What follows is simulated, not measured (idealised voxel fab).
process module | voxel tone inversion
cross-section cut | 275 nm wide | cells 5 nm
A cross-section is a grid of square cells, given in bands from the top down. A band is one or more rows of cells.
Each band's line starts with the height of the band's top and of its bottom, in nm. Then come its materials from left to right, each with its width in nm. One material with "throughout" fills the band from edge to edge. "air" is empty space.
Height 0 is the level under which the wafer as received is all one material. The lowest band goes on downwards, as in "0 down".
A width such as "30 to 40" changes by the same amount from each row of cells to the next, from the band's top row to its bottom row.
"no change" after a step means that no cell of the cross-section changed.
closed voids: empty space of 8 cells or more with no open way to the top, each as width x height at its distance from the left edge, in nm
after a step's settings: what the simulator itself notes on the step
overlay nm, on a step with a mask: how far to the right of its planned place the mask lay; to the left if negative
plan
1 op RECEIVE | material Si
2 op CONFORMAL_DEP | material SiN | thk nm 10
3 op DIRECTIONAL_DEP | material polySi | thk nm 20
4 op PATTERN | tone cover | mask id POSTS | material resist | width nm 25 | pitch nm 40 | thk nm 30 | overlay nm 0
5 op DIRECTIONAL_ETCH | etch materials polySi | depth nm 20
6 op STRIP | etch materials resist
7 op FILL_DEP | material lowk | thk nm 5
8 op CMP | height nm 30
9 op STRIP | etch materials polySi
first wafer, as planned
as received, after step 1
  0 down: Si throughout
  closed voids: none
after step 2
  10 to 0: SiN throughout
  below 0: unchanged
after step 3
  30 to 10: polySi throughout
  below 10: unchanged
after step 4
  60 to 30: air 85 | resist 25 | air 15 | resist 25 | air 15 | resist 25 | air 85
  below 30: unchanged
after step 5
  60 to 30: air 85 | resist 25 | air 15 | resist 25 | air 15 | resist 25 | air 85
  30 to 10: air 85 | polySi 25 | air 15 | polySi 25 | air 15 | polySi 25 | air 85
  below 10: unchanged
after step 6
  30 to 10: air 85 | polySi 25 | air 15 | polySi 25 | air 15 | polySi 25 | air 85
  below 10: unchanged
after step 7
  35 to 30: lowk throughout
  30 to 10: lowk 85 | polySi 25 | lowk 15 | polySi 25 | lowk 15 | polySi 25 | lowk 85
  below 10: unchanged
after step 8
  30 to 10: lowk 85 | polySi 25 | lowk 15 | polySi 25 | lowk 15 | polySi 25 | lowk 85
  below 10: unchanged
after step 9
  30 to 10: lowk 85 | air 25 | lowk 15 | air 25 | lowk 15 | air 25 | lowk 85
  below 10: unchanged
second wafer: like start, like plan, one mistake. Through step 6 it matches the first wafer
when step 7 should have ended
  40 to 30: lowk throughout
  30 to 10: lowk 85 | polySi 25 | lowk 15 | polySi 25 | lowk 15 | polySi 25 | lowk 85
  below 10: unchanged
when step 8 should have ended
  30 to 10: lowk 85 | polySi 25 | lowk 15 | polySi 25 | lowk 15 | polySi 25 | lowk 85
  below 10: unchanged
when step 9 should have ended
  30 to 10: lowk 85 | air 25 | lowk 15 | air 25 | lowk 15 | air 25 | lowk 85
  below 10: unchanged
what went wrong: step 7 was run twice
at the end the two cross-sections are the same: no effect in what this model computes
